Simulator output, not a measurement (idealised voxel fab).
process module | voxel ribs on slabs
cross-section cut | 265 nm wide | cells 5 nm
A cross-section is a grid of square cells, given in bands from the top down. A band is one or more rows of cells.
Each band's line starts with the height of the band's top and of its bottom, in nm. Then come its materials from left to right, each with its width in nm. One material with "throughout" fills the band from edge to edge. "air" is empty space.
Height 0 is the level under which the wafer as received is all one material. The lowest band goes on downwards, as in "0 down".
A width such as "30 to 40" changes by the same amount from each row of cells to the next, from the band's top row to its bottom row.
"no change" after a step means that no cell of the cross-section changed.
closed voids: empty space of 8 cells or more with no open way to the top, each as width x height at its distance from the left edge, in nm
after a step's settings: what the simulator itself notes on the step
overlay nm, on a step with a mask: how far to the right of its planned place the mask lay; to the left if negative
plan
1 op RECEIVE | material Si
2 op DIRECTIONAL_DEP | material SiO2 | thk nm 30
3 op DIRECTIONAL_DEP | material SiN | thk nm 25
4 op PATTERN | tone cover | mask id RIB | material resist | width nm 20 | thk nm 15 | overlay nm 0
5 op DIRECTIONAL_ETCH | etch materials SiN | depth nm 15
6 op STRIP | etch materials resist
7 op PATTERN | tone cover | mask id SLAB | material resist | width nm 70 | thk nm 20 | overlay nm 0
8 op DIRECTIONAL_ETCH | etch materials SiN | depth nm 10
9 op STRIP | etch materials resist
10 op FILL_DEP | material SiO2 | thk nm 15
11 op CMP | height nm 65
12 op DIRECTIONAL_DEP | material W | thk nm 5
13 op PATTERN | tone cover | mask id HEATER | material resist | width nm 30 | thk nm 15 | overlay nm 0
14 op DIRECTIONAL_ETCH | etch materials W | depth nm 5
15 op STRIP | etch materials resist
16 op CONFORMAL_DEP | material SiO2 | thk nm 10
as received, after step 1
  0 down: Si throughout
  closed voids: none
first wafer at the end, as planned
  80 to 75: air 105 | SiO2 50 | air 110
  75 to 70: SiO2 throughout
  70 to 65: SiO2 115 | W 30 | SiO2 120
  65 to 55: SiO2 throughout
  55 to 40: SiO2 120 | SiN 20 | SiO2 125
  40 to 30: SiO2 95 | SiN 70 | SiO2 100
  30 to 0: SiO2 throughout
  0 down: Si throughout
  closed voids: none
second wafer at the end: like start, like plan, one mistake
  80 to 75: air 105 | SiO2 50 | air 110
  75 to 70: SiO2 throughout
  70 to 65: SiO2 115 | W 30 | SiO2 120
  65 to 55: W throughout
  55 to 40: W 120 | SiN 20 | W 125
  40 to 30: W 95 | SiN 70 | W 100
  30 to 0: SiO2 throughout
  0 down: Si throughout
  closed voids: none
what went wrong: step 10 ran as: op FILL_DEP | material W | thk nm 15
at the end the second wafer has, in cells: 331 fewer of SiO2 | 331 more of W
